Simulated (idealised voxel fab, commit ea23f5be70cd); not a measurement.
Presented below is a process module, voxel transistor to metal.
In the cross-section labelled cut, the width is 185 nm and each square cell is 5 nm.
Notation: cross-section as square-cell grid; stated in bands, top first, going down; one or more cell rows per band.
Per band: top height and bottom height in nm, followed by the left-to-right materials and their widths in nm; "edge to edge" marks a single material spanning edge to edge, "blank" marks empty space.
Note: height 0 marks the level under which the wafer is uniformly one material as received. Lowest band unbounded below, written "from 0 down".
A width such as "30->40" changes by the same amount from each row of cells to the next, from the band's top row to its bottom row.
Any step labelled "no change" changed none of the cells in the cross-section.
So "Enclosed void catalog" is basically the list of trapped voids: any empty space of 8 cells or more that can't reach the top through an opening. They're written width x height at distance, the distance being from the left edge, and it's all nm.
Read whatever lies past the settings on a step's line as the simulator's own remark about the step.
What "overlay nm" on a step's line means: if the step has a mask, that mask lay this far to the right of its planned place, or, when the value is negative, to the left.
# plan
1. RECEIVE: material Si
2. CONFORMAL_DEP: material SiO2, thk nm 5
3. CONFORMAL_DEP: material SiN, thk nm 10
4. DIRECTIONAL_DEP: material aC, thk nm 10
5. PATTERN: tone cover, mask id ACTIVE, material resist, width nm 100, thk nm 25, overlay nm 0
6. DIRECTIONAL_ETCH: etch materials aC, depth nm 10
7. STRIP: etch materials resist
8. DIRECTIONAL_ETCH: etch materials SiN, depth nm 10
9. DIRECTIONAL_ETCH: etch materials SiO2, depth nm 5
10. DIRECTIONAL_ETCH: etch materials Si, depth nm 25
11. STRIP: etch materials aC
12. OXIDIZE: depth nm 5
13. FILL_DEP: material SiO2, thk nm 5
14. CMP: height nm 15
15. SELECTIVE_ETCH: etch materials SiO2, depth nm 5
16. STRIP: etch materials SiN
17. SELECTIVE_ETCH: etch materials SiO2, depth nm 5
18. OXIDIZE: depth nm 5
19. DIRECTIONAL_DEP: material polySi, thk nm 30
20. DIRECTIONAL_DEP: material SiCN, thk nm 15
21. DIRECTIONAL_DEP: material aC, thk nm 15
22. PATTERN: tone cover, mask id GATE, material resist, width nm 30, thk nm 35, overlay nm 0
23. DIRECTIONAL_ETCH: etch materials aC, depth nm 15
24. STRIP: etch materials resist
25. DIRECTIONAL_ETCH: etch materials SiCN, depth nm 25
26. DIRECTIONAL_ETCH: etch materials polySi, depth nm 40
27. STRIP: etch materials aC
28. CONFORMAL_DEP: material SiN, thk nm 5
29. DIRECTIONAL_ETCH: etch materials SiN, depth nm 5
30. DIRECTIONAL_ETCH: etch materials SiO2, depth nm 5
31. DIRECTIONAL_ETCH: etch materials Si, depth nm 10
32. EPI: material SiGe, thk nm 10
33. FILL_DEP: material SiO2, thk nm 5
34. CMP: height nm 30
35. STRIP: etch materials polySi
36. SELECTIVE_ETCH: etch materials SiO2, depth nm 5
37. CONFORMAL_DEP: material HfO2, thk nm 5
38. CONFORMAL_DEP: material TiN, thk nm 5
39. FILL_DEP: material W, thk nm 5
40. CMP: height nm 25
41. DIRECTIONAL_DEP: material SiO2, thk nm 15
42. PATTERN: tone open, mask id CONTACT, material resist, width nm 15, pitch nm 75, thk nm 20, overlay nm 0
43. DIRECTIONAL_ETCH: etch materials SiO2, depth nm 45
44. STRIP: etch materials resist
45. CONFORMAL_DEP: material TiN, thk nm 5
46. FILL_DEP: material W, thk nm 10
47. CMP: height nm 40
48. CONFORMAL_DEP: material SiCN, thk nm 5
49. DIRECTIONAL_DEP: material lowk, thk nm 15
50. MASKED_ETCH: tone open, mask id METAL_1, width nm 15, pitch nm 75, etch materials lowk, depth nm 15, overlay nm 0
51. MASKED_ETCH: tone open, mask id METAL_1, width nm 15, pitch nm 75, etch materials SiCN, depth nm 5, overlay nm 0
52. CONFORMAL_DEP: material TiN, thk nm 5
53. FILL_DEP: material Cu, thk nm 5
54. CMP: height nm 60
55. CONFORMAL_DEP: material SiCN, thk nm 5
56. DIRECTIONAL_DEP: material lowk, thk nm 35
57. DIRECTIONAL_DEP: material aC, thk nm 10
58. PATTERN: tone open, mask id METAL_2, material resist, width nm 15, pitch nm 75, thk nm 25, overlay nm 0
59. DIRECTIONAL_ETCH: etch materials aC, depth nm 10
60. STRIP: etch materials resist
61. DIRECTIONAL_ETCH: etch materials lowk, depth nm 20
62. STRIP: etch materials aC
63. DIRECTIONAL_DEP: material aC, thk nm 15
64. PATTERN: tone open, mask id METAL_2_HOLES, material resist, width nm 15, pitch nm 75, thk nm 30, overlay nm 0
65. DIRECTIONAL_ETCH: etch materials aC, depth nm 15
66. STRIP: etch materials resist
67. DIRECTIONAL_ETCH: etch materials lowk, depth nm 15
68. DIRECTIONAL_ETCH: etch materials SiCN, depth nm 5
69. STRIP: etch materials aC
70. CONFORMAL_DEP: material TiN, thk nm 5
71. FILL_DEP: material Cu, thk nm 10
72. CMP: height nm 100
73. CONFORMAL_DEP: material SiCN, thk nm 5
# So, the first of our two wafers, run just as we planned it
# as received, after step 1
	from 0 down  Si edge to edge
	Enclosed void catalog: none
# After step 2, in cross-section
	from 5 to 0  SiO2 edge to edge
	below 0: unchanged
# After step 3, in cross-section
	from 15 to 5  SiN edge to edge
	below 5: unchanged
# After step 4, in cross-section
	from 25 to 15  aC edge to edge
	below 15: unchanged
# After step 5, in cross-section
	from 50 to 25  blank=40 / resist=100 / blank=45
	below 25: unchanged
# After step 6, in cross-section
	from 40 to 25  blank=40 / resist=100 / blank=45
	from 25 to 15  blank=40 / aC=100 / blank=45
	below 15: unchanged
# After step 7, in cross-section
	from 25 to 15  blank=40 / aC=100 / blank=45
	below 15: unchanged
# After step 8, in cross-section
	from 25 to 15  blank=40 / aC=100 / blank=45
	from 15 to 5  blank=40 / SiN=100 / blank=45
	below 5: unchanged
# After step 9, in cross-section
	from 25 to 15  blank=40 / aC=100 / blank=45
	from 15 to 5  blank=40 / SiN=100 / blank=45
	from 5 to 0  blank=40 / SiO2=100 / blank=45
	below 0: unchanged
# After step 10, in cross-section
	from 25 to 15  blank=40 / aC=100 / blank=45
	from 15 to 5  blank=40 / SiN=100 / blank=45
	from 5 to 0  blank=40 / SiO2=100 / blank=45
	from 0 to -25  blank=40 / Si=100 / blank=45
	below -25: unchanged
# After step 11, in cross-section
	from 15 to 5  blank=40 / SiN=100 / blank=45
	below 5: unchanged
# After step 12, in cross-section
	from 15 to 5  blank=40 / SiN=100 / blank=45
	from 5 to 0  blank=40 / SiO2=100 / blank=45
	from 0 to -25  blank=40 / SiO2=5 / Si=90 / SiO2=5 / blank=45
	from -25 to -30  SiO2=45 / Si=90 / SiO2=50
	below -30: unchanged
# After step 13, in cross-section
	from 20 to 15  SiO2 edge to edge
	from 15 to 5  SiO2=40 / SiN=100 / SiO2=45
	from 5 to 0  SiO2 edge to edge
	from 0 to -30  SiO2=45 / Si=90 / SiO2=50
	below -30: unchanged
# After step 14, in cross-section
	from 15 to 5  SiO2=40 / SiN=100 / SiO2=45
	below 5: unchanged
# After step 15, in cross-section
	from 15 to 10  blank=40 / SiN=100 / blank=45
	below 10: unchanged
# After step 16, in cross-section
	from 10 to 5  SiO2=40 / blank=100 / SiO2=45
	below 5: unchanged
# After step 17, in cross-section
	from 5 to 0  SiO2=35 / blank=110 / SiO2=40
	below 0: unchanged
# After step 18, in cross-section
	from 5 to 0  SiO2=35 / blank=110 / SiO2=40
	from 0 to -5  SiO2 edge to edge
	below -5: unchanged
# After step 19, in cross-section
	from 35 to 30  polySi=35 / blank=110 / polySi=40
	from 30 to 5  polySi edge to edge
	from 5 to 0  SiO2=35 / polySi=110 / SiO2=40
	below 0: unchanged
# After step 20, in cross-section
	from 50 to 45  SiCN=35 / blank=110 / SiCN=40
	from 45 to 35  SiCN edge to edge
	from 35 to 30  polySi=35 / SiCN=110 / polySi=40
	below 30: unchanged
# After step 21, in cross-section
	from 65 to 60  aC=35 / blank=110 / aC=40
	from 60 to 50  aC edge to edge
	from 50 to 45  SiCN=35 / aC=110 / SiCN=40
	below 45: unchanged
# After step 22, in cross-section
	from 100 to 65  blank=75 / resist=30 / blank=80
	from 65 to 60  aC=35 / blank=40 / resist=30 / blank=40 / aC=40
	below 60: unchanged
# After step 23, in cross-section
	from 85 to 60  blank=75 / resist=30 / blank=80
	from 60 to 50  blank=75 / aC=30 / blank=80
	from 50 to 45  SiCN=35 / blank=40 / aC=30 / blank=40 / SiCN=40
	below 45: unchanged
# After step 24, in cross-section
	from 60 to 50  blank=75 / aC=30 / blank=80
	below 50: unchanged
# After step 25, in cross-section
	from 60 to 45  blank=75 / aC=30 / blank=80
	from 45 to 35  blank=75 / SiCN=30 / blank=80
	from 35 to 30  polySi=35 / blank=40 / SiCN=30 / blank=40 / polySi=40
	below 30: unchanged
# After step 26, in cross-section
	from 60 to 45  blank=75 / aC=30 / blank=80
	from 45 to 30  blank=75 / SiCN=30 / blank=80
	from 30 to 5  blank=75 / polySi=30 / blank=80
	from 5 to 0  SiO2=35 / blank=40 / polySi=30 / blank=40 / SiO2=40
	below 0: unchanged
# After step 27, in cross-section
	from 45 to 30  blank=75 / SiCN=30 / blank=80
	below 30: unchanged
# After step 28, in cross-section
	from 50 to 45  blank=70 / SiN=40 / blank=75
	from 45 to 30  blank=70 / SiN=5 / SiCN=30 / SiN=5 / blank=75
	from 30 to 10  blank=70 / SiN=5 / polySi=30 / SiN=5 / blank=75
	from 10 to 5  SiN=40 / blank=30 / SiN=5 / polySi=30 / SiN=5 / blank=30 / SiN=45
	from 5 to 0  SiO2=35 / SiN=40 / polySi=30 / SiN=40 / SiO2=40
	below 0: unchanged
# After step 29, in cross-section
	from 45 to 30  blank=70 / SiN=5 / SiCN=30 / SiN=5 / blank=75
	from 30 to 5  blank=70 / SiN=5 / polySi=30 / SiN=5 / blank=75
	from 5 to 0  SiO2=35 / SiN=5 / blank=30 / SiN=5 / polySi=30 / SiN=5 / blank=30 / SiN=5 / SiO2=40
	below 0: unchanged
# After step 30, in cross-section
	from 45 to 30  blank=70 / SiN=5 / SiCN=30 / SiN=5 / blank=75
	from 30 to 5  blank=70 / SiN=5 / polySi=30 / SiN=5 / blank=75
	from 5 to 0  blank=35 / SiN=5 / blank=30 / SiN=5 / polySi=30 / SiN=5 / blank=30 / SiN=5 / blank=40
	from 0 to -5  SiO2=40 / blank=30 / SiO2=40 / blank=30 / SiO2=45
	below -5: unchanged
# After step 31, in cross-section
	from 45 to 30  blank=70 / SiN=5 / SiCN=30 / SiN=5 / blank=75
	from 30 to 5  blank=70 / SiN=5 / polySi=30 / SiN=5 / blank=75
	from 5 to 0  blank=35 / SiN=5 / blank=30 / SiN=5 / polySi=30 / SiN=5 / blank=30 / SiN=5 / blank=40
	from 0 to -5  SiO2=40 / blank=30 / SiO2=40 / blank=30 / SiO2=45
	from -5 to -15  SiO2=45 / blank=25 / Si=40 / blank=25 / SiO2=50
	below -15: unchanged
# After step 32, in cross-section
	from 45 to 30  blank=70 / SiN=5 / SiCN=30 / SiN=5 / blank=75
	from 30 to 5  blank=70 / SiN=5 / polySi=30 / SiN=5 / blank=75
	from 5 to 0  blank=35 / SiN=5 / blank=20 / SiGe=10 / SiN=5 / polySi=30 / SiN=5 / SiGe=10 / blank=20 / SiN=5 / blank=40
	from 0 to -5  SiO2=40 / blank=20 / SiGe=10 / SiO2=40 / SiGe=10 / blank=20 / SiO2=45
	from -5 to -15  SiO2=45 / SiGe=25 / Si=40 / SiGe=25 / SiO2=50
	below -15: unchanged
# After step 33, in cross-section
	from 50 to 45  SiO2 edge to edge
	from 45 to 30  SiO2=70 / SiN=5 / SiCN=30 / SiN=5 / SiO2=75
	from 30 to 5  SiO2=70 / SiN=5 / polySi=30 / SiN=5 / SiO2=75
	from 5 to 0  SiO2=35 / SiN=5 / SiO2=20 / SiGe=10 / SiN=5 / polySi=30 / SiN=5 / SiGe=10 / SiO2=20 / SiN=5 / SiO2=40
	from 0 to -5  SiO2=60 / SiGe=10 / SiO2=40 / SiGe=10 / SiO2=65
	below -5: unchanged
# After step 34, in cross-section
	from 30 to 5  SiO2=70 / SiN=5 / polySi=30 / SiN=5 / SiO2=75
	below 5: unchanged
# After step 35, in cross-section
	from 30 to 5  SiO2=70 / SiN=5 / blank=30 / SiN=5 / SiO2=75
	from 5 to 0  SiO2=35 / SiN=5 / SiO2=20 / SiGe=10 / SiN=5 / blank=30 / SiN=5 / SiGe=10 / SiO2=20 / SiN=5 / SiO2=40
	below 0: unchanged
# After step 36, in cross-section
	from 30 to 25  blank=70 / SiN=5 / blank=30 / SiN=5 / blank=75
	from 25 to 5  SiO2=70 / SiN=5 / blank=30 / SiN=5 / SiO2=75
	from 5 to 0  SiO2=35 / SiN=5 / SiO2=20 / SiGe=10 / SiN=5 / blank=30 / SiN=5 / SiGe=10 / SiO2=20 / SiN=5 / SiO2=40
	from 0 to -5  SiO2=60 / SiGe=10 / blank=40 / SiGe=10 / SiO2=65
	below -5: unchanged
# After step 37, in cross-section
	from 35 to 30  blank=65 / HfO2=15 / blank=20 / HfO2=15 / blank=70
	from 30 to 25  HfO2=70 / SiN=5 / HfO2=5 / blank=20 / HfO2=5 / SiN=5 / HfO2=75
	from 25 to 5  SiO2=70 / SiN=5 / HfO2=5 / blank=20 / HfO2=5 / SiN=5 / SiO2=75
	from 5 to 0  SiO2=35 / SiN=5 / SiO2=20 / SiGe=10 / SiN=5 / HfO2=5 / blank=20 / HfO2=5 / SiN=5 / SiGe=10 / SiO2=20 / SiN=5 / SiO2=40
	from 0 to -5  SiO2=60 / SiGe=10 / HfO2=40 / SiGe=10 / SiO2=65
	below -5: unchanged
# After step 38, in cross-section
	from 40 to 35  blank=60 / TiN=25 / blank=10 / TiN=25 / blank=65
	from 35 to 30  TiN=65 / HfO2=15 / TiN=5 / blank=10 / TiN=5 / HfO2=15 / TiN=70
	from 30 to 25  HfO2=70 / SiN=5 / HfO2=5 / TiN=5 / blank=10 / TiN=5 / HfO2=5 / SiN=5 / HfO2=75
	from 25 to 5  SiO2=70 / SiN=5 / HfO2=5 / TiN=5 / blank=10 / TiN=5 / HfO2=5 / SiN=5 / SiO2=75
	from 5 to 0  SiO2=35 / SiN=5 / SiO2=20 / SiGe=10 / SiN=5 / HfO2=5 / TiN=20 / HfO2=5 / SiN=5 / SiGe=10 / SiO2=20 / SiN=5 / SiO2=40
	below 0: unchanged
# After step 39, in cross-section
	from 45 to 40  W edge to edge
	from 40 to 35  W=60 / TiN=25 / W=10 / TiN=25 / W=65
	from 35 to 30  TiN=65 / HfO2=15 / TiN=5 / W=10 / TiN=5 / HfO2=15 / TiN=70
	from 30 to 25  HfO2=70 / SiN=5 / HfO2=5 / TiN=5 / W=10 / TiN=5 / HfO2=5 / SiN=5 / HfO2=75
	from 25 to 5  SiO2=70 / SiN=5 / HfO2=5 / TiN=5 / W=10 / TiN=5 / HfO2=5 / SiN=5 / SiO2=75
	below 5: unchanged
# After step 40, in cross-section
	from 25 to 5  SiO2=70 / SiN=5 / HfO2=5 / TiN=5 / W=10 / TiN=5 / HfO2=5 / SiN=5 / SiO2=75
	below 5: unchanged
# After step 41, in cross-section
	from 40 to 25  SiO2 edge to edge
	below 25: unchanged
# After step 42, in cross-section
	from 60 to 40  resist=45 / blank=15 / resist=60 / blank=15 / resist=50
	below 40: unchanged
# After step 43, in cross-section
	from 60 to 40  resist=45 / blank=15 / resist=60 / blank=15 / resist=50
	from 40 to 25  SiO2=45 / blank=15 / SiO2=60 / blank=15 / SiO2=50
	from 25 to 5  SiO2=45 / blank=15 / SiO2=10 / SiN=5 / HfO2=5 / TiN=5 / W=10 / TiN=5 / HfO2=5 / SiN=5 / SiO2=10 / blank=15 / SiO2=50
	from 5 to 0  SiO2=35 / SiN=5 / SiO2=5 / blank=15 / SiGe=10 / SiN=5 / HfO2=5 / TiN=20 / HfO2=5 / SiN=5 / SiGe=10 / blank=15 / SiO2=5 / SiN=5 / SiO2=40
	from 0 to -5  SiO2=45 / blank=15 / SiGe=10 / HfO2=40 / SiGe=10 / blank=15 / SiO2=50
	below -5: unchanged
# After step 44, in cross-section
	from 40 to 25  SiO2=45 / blank=15 / SiO2=60 / blank=15 / SiO2=50
	below 25: unchanged
# After step 45, in cross-section
	from 45 to 40  TiN=50 / blank=5 / TiN=70 / blank=5 / TiN=55
	from 40 to 25  SiO2=45 / TiN=5 / blank=5 / TiN=5 / SiO2=60 / TiN=5 / blank=5 / TiN=5 / SiO2=50
	from 25 to 5  SiO2=45 / TiN=5 / blank=5 / TiN=5 / SiO2=10 / SiN=5 / HfO2=5 / TiN=5 / W=10 / TiN=5 / HfO2=5 / SiN=5 / SiO2=10 / TiN=5 / blank=5 / TiN=5 / SiO2=50
	from 5 to 0  SiO2=35 / SiN=5 / SiO2=5 / TiN=5 / blank=5 / TiN=5 / SiGe=10 / SiN=5 / HfO2=5 / TiN=20 / HfO2=5 / SiN=5 / SiGe=10 / TiN=5 / blank=5 / TiN=5 / SiO2=5 / SiN=5 / SiO2=40
	from 0 to -5  SiO2=45 / TiN=15 / SiGe=10 / HfO2=40 / SiGe=10 / TiN=15 / SiO2=50
	below -5: unchanged
# After step 46, in cross-section
	from 55 to 45  W edge to edge
	from 45 to 40  TiN=50 / W=5 / TiN=70 / W=5 / TiN=55
	from 40 to 25  SiO2=45 / TiN=5 / W=5 / TiN=5 / SiO2=60 / TiN=5 / W=5 / TiN=5 / SiO2=50
	from 25 to 5  SiO2=45 / TiN=5 / W=5 / TiN=5 / SiO2=10 / SiN=5 / HfO2=5 / TiN=5 / W=10 / TiN=5 / HfO2=5 / SiN=5 / SiO2=10 / TiN=5 / W=5 / TiN=5 / SiO2=50
	from 5 to 0  SiO2=35 / SiN=5 / SiO2=5 / TiN=5 / W=5 / TiN=5 / SiGe=10 / SiN=5 / HfO2=5 / TiN=20 / HfO2=5 / SiN=5 / SiGe=10 / TiN=5 / W=5 / TiN=5 / SiO2=5 / SiN=5 / SiO2=40
	below 0: unchanged
# After step 47, in cross-section
	from 40 to 25  SiO2=45 / TiN=5 / W=5 / TiN=5 / SiO2=60 / TiN=5 / W=5 / TiN=5 / SiO2=50
	below 25: unchanged
# After step 48, in cross-section
	from 45 to 40  SiCN edge to edge
	below 40: unchanged
# After step 49, in cross-section
	from 60 to 45  lowk edge to edge
	below 45: unchanged
# After step 50, in cross-section
	from 60 to 45  lowk=45 / blank=15 / lowk=60 / blank=15 / lowk=50
	below 45: unchanged
# After step 51, in cross-section
	from 60 to 45  lowk=45 / blank=15 / lowk=60 / blank=15 / lowk=50
	from 45 to 40  SiCN=45 / blank=15 / SiCN=60 / blank=15 / SiCN=50
	below 40: unchanged
# After step 52, in cross-section
	from 65 to 60  TiN=50 / blank=5 / TiN=70 / blank=5 / TiN=55
	from 60 to 45  lowk=45 / TiN=5 / blank=5 / TiN=5 / lowk=60 / TiN=5 / blank=5 / TiN=5 / lowk=50
	from 45 to 40  SiCN=45 / TiN=15 / SiCN=60 / TiN=15 / SiCN=50
	below 40: unchanged
# After step 53, in cross-section
	from 70 to 65  Cu edge to edge
	from 65 to 60  TiN=50 / Cu=5 / TiN=70 / Cu=5 / TiN=55
	from 60 to 45  lowk=45 / TiN=5 / Cu=5 / TiN=5 / lowk=60 / TiN=5 / Cu=5 / TiN=5 / lowk=50
	below 45: unchanged
# After step 54, in cross-section
	from 60 to 45  lowk=45 / TiN=5 / Cu=5 / TiN=5 / lowk=60 / TiN=5 / Cu=5 / TiN=5 / lowk=50
	below 45: unchanged
# After step 55, in cross-section
	from 65 to 60  SiCN edge to edge
	below 60: unchanged
# After step 56, in cross-section
	from 100 to 65  lowk edge to edge
	below 65: unchanged
# After step 57, in cross-section
	from 110 to 100  aC edge to edge
	below 100: unchanged
# After step 58, in cross-section
	from 135 to 110  resist=45 / blank=15 / resist=60 / blank=15 / resist=50
	below 110: unchanged
# After step 59, in cross-section
	from 125 to 110  resist=45 / blank=15 / resist=60 / blank=15 / resist=50
	from 110 to 100  aC=45 / blank=15 / aC=60 / blank=15 / aC=50
	below 100: unchanged
# After step 60, in cross-section
	from 110 to 100  aC=45 / blank=15 / aC=60 / blank=15 / aC=50
	below 100: unchanged
# After step 61, in cross-section
	from 110 to 100  aC=45 / blank=15 / aC=60 / blank=15 / aC=50
	from 100 to 80  lowk=45 / blank=15 / lowk=60 / blank=15 / lowk=50
	below 80: unchanged
# After step 62, in cross-section
	from 100 to 80  lowk=45 / blank=15 / lowk=60 / blank=15 / lowk=50
	below 80: unchanged
# After step 63, in cross-section
	from 115 to 100  aC=45 / blank=15 / aC=60 / blank=15 / aC=50
	from 100 to 95  lowk=45 / blank=15 / lowk=60 / blank=15 / lowk=50
	from 95 to 80  lowk=45 / aC=15 / lowk=60 / aC=15 / lowk=50
	below 80: unchanged
# After step 64, in cross-section
	from 145 to 115  resist=45 / blank=15 / resist=60 / blank=15 / resist=50
	below 115: unchanged
# After step 65, in cross-section
	from 130 to 115  resist=45 / blank=15 / resist=60 / blank=15 / resist=50
	from 115 to 100  aC=45 / blank=15 / aC=60 / blank=15 / aC=50
	from 100 to 80  lowk=45 / blank=15 / lowk=60 / blank=15 / lowk=50
	below 80: unchanged
# After step 66, in cross-section
	from 115 to 100  aC=45 / blank=15 / aC=60 / blank=15 / aC=50
	below 100: unchanged
# After step 67, in cross-section
	from 115 to 100  aC=45 / blank=15 / aC=60 / blank=15 / aC=50
	from 100 to 65  lowk=45 / blank=15 / lowk=60 / blank=15 / lowk=50
	below 65: unchanged
# After step 68, in cross-section
	from 115 to 100  aC=45 / blank=15 / aC=60 / blank=15 / aC=50
	from 100 to 65  lowk=45 / blank=15 / lowk=60 / blank=15 / lowk=50
	from 65 to 60  SiCN=45 / blank=15 / SiCN=60 / blank=15 / SiCN=50
	below 60: unchanged
# After step 69, in cross-section
	from 100 to 65  lowk=45 / blank=15 / lowk=60 / blank=15 / lowk=50
	below 65: unchanged
# After step 70, in cross-section
	from 105 to 100  TiN=50 / blank=5 / TiN=70 / blank=5 / TiN=55
	from 100 to 65  lowk=45 / TiN=5 / blank=5 / TiN=5 / lowk=60 / TiN=5 / blank=5 / TiN=5 / lowk=50
	from 65 to 60  SiCN=45 / TiN=15 / SiCN=60 / TiN=15 / SiCN=50
	below 60: unchanged
# After step 71, in cross-section
	from 115 to 105  Cu edge to edge
	from 105 to 100  TiN=50 / Cu=5 / TiN=70 / Cu=5 / TiN=55
	from 100 to 65  lowk=45 / TiN=5 / Cu=5 / TiN=5 / lowk=60 / TiN=5 / Cu=5 / TiN=5 / lowk=50
	below 65: unchanged
# After step 72, in cross-section
	from 100 to 65  lowk=45 / TiN=5 / Cu=5 / TiN=5 / lowk=60 / TiN=5 / Cu=5 / TiN=5 / lowk=50
	below 65: unchanged
# After step 73, in cross-section
	from 105 to 100  SiCN edge to edge
	below 100: unchanged
# Here the second wafer is described. Its start and its plan were those of the first wafer. Its run contained one mistake. Up to and including step 63, it did exactly what the first wafer did
# Second wafer, sectioned view, at step 64's planned end time
	from 145 to 115  resist=55 / blank=15 / resist=60 / blank=15 / resist=40
	from 115 to 100  aC=45 / resist=10 / blank=5 / aC=60 / resist=10 / blank=5 / aC=50
	from 100 to 95  lowk=45 / resist=10 / blank=5 / lowk=60 / resist=10 / blank=5 / lowk=50
	below 95: unchanged
# Second wafer, sectioned view, at step 65's planned end time
	from 130 to 115  resist=55 / blank=15 / resist=60 / blank=15 / resist=40
	from 115 to 100  aC=45 / resist=10 / blank=15 / aC=50 / resist=10 / blank=15 / aC=40
	from 100 to 95  lowk=45 / resist=10 / blank=5 / lowk=60 / resist=10 / blank=5 / lowk=50
	from 95 to 80  lowk=45 / aC=10 / blank=5 / lowk=60 / aC=10 / blank=5 / lowk=50
	below 80: unchanged
# Second wafer, sectioned view, at step 66's planned end time
	from 115 to 100  aC=45 / blank=25 / aC=50 / blank=25 / aC=40
	from 100 to 95  lowk=45 / blank=15 / lowk=60 / blank=15 / lowk=50
	below 95: unchanged
# Second wafer, sectioned view, at step 67's planned end time
	from 115 to 100  aC=45 / blank=25 / aC=50 / blank=25 / aC=40
	from 100 to 95  lowk=45 / blank=25 / lowk=50 / blank=25 / lowk=40
	from 95 to 85  lowk=45 / aC=10 / blank=15 / lowk=50 / aC=10 / blank=15 / lowk=40
	from 85 to 80  lowk=45 / aC=10 / blank=5 / lowk=60 / aC=10 / blank=5 / lowk=50
	from 80 to 65  lowk=55 / blank=5 / lowk=70 / blank=5 / lowk=50
	below 65: unchanged
# Second wafer, sectioned view, at step 68's planned end time
	from 115 to 100  aC=45 / blank=25 / aC=50 / blank=25 / aC=40
	from 100 to 95  lowk=45 / blank=25 / lowk=50 / blank=25 / lowk=40
	from 95 to 85  lowk=45 / aC=10 / blank=15 / lowk=50 / aC=10 / blank=15 / lowk=40
	from 85 to 80  lowk=45 / aC=10 / blank=5 / lowk=60 / aC=10 / blank=5 / lowk=50
	from 80 to 65  lowk=55 / blank=5 / lowk=70 / blank=5 / lowk=50
	from 65 to 60  SiCN=55 / blank=5 / SiCN=70 / blank=5 / SiCN=50
	below 60: unchanged
# Second wafer, sectioned view, at step 69's planned end time
	from 100 to 85  lowk=45 / blank=25 / lowk=50 / blank=25 / lowk=40
	from 85 to 80  lowk=45 / blank=15 / lowk=60 / blank=15 / lowk=50
	below 80: unchanged
# Second wafer, sectioned view, at step 70's planned end time
	from 105 to 100  TiN=50 / blank=15 / TiN=60 / blank=15 / TiN=45
	from 100 to 90  lowk=45 / TiN=5 / blank=15 / TiN=5 / lowk=50 / TiN=5 / blank=15 / TiN=5 / lowk=40
	from 90 to 85  lowk=45 / TiN=5 / blank=5 / TiN=15 / lowk=50 / TiN=5 / blank=5 / TiN=15 / lowk=40
	from 85 to 80  lowk=45 / TiN=15 / lowk=60 / TiN=15 / lowk=50
	from 80 to 65  lowk=55 / TiN=5 / lowk=70 / TiN=5 / lowk=50
	from 65 to 60  SiCN=55 / TiN=5 / SiCN=70 / TiN=5 / SiCN=50
	below 60: unchanged
# Second wafer, sectioned view, at step 71's planned end time
	from 115 to 105  Cu edge to edge
	from 105 to 100  TiN=50 / Cu=15 / TiN=60 / Cu=15 / TiN=45
	from 100 to 90  lowk=45 / TiN=5 / Cu=15 / TiN=5 / lowk=50 / TiN=5 / Cu=15 / TiN=5 / lowk=40
	from 90 to 85  lowk=45 / TiN=5 / Cu=5 / TiN=15 / lowk=50 / TiN=5 / Cu=5 / TiN=15 / lowk=40
	below 85: unchanged
# Second wafer, sectioned view, at step 72's planned end time
	from 100 to 90  lowk=45 / TiN=5 / Cu=15 / TiN=5 / lowk=50 / TiN=5 / Cu=15 / TiN=5 / lowk=40
	below 90: unchanged
# Second wafer, sectioned view, at step 73's planned end time
	from 105 to 100  SiCN edge to edge
	below 100: unchanged
Run error: in deviation from the planned setting, step 64 was conducted as PATTERN: tone open, mask id METAL_2_HOLES, material resist, width nm 15, pitch nm 75, thk nm 30, overlay nm 10
Per the end-of-run cell counts, the second wafer holds more or fewer of some materials than the first: SiCN: 4 more | TiN: 4 fewer
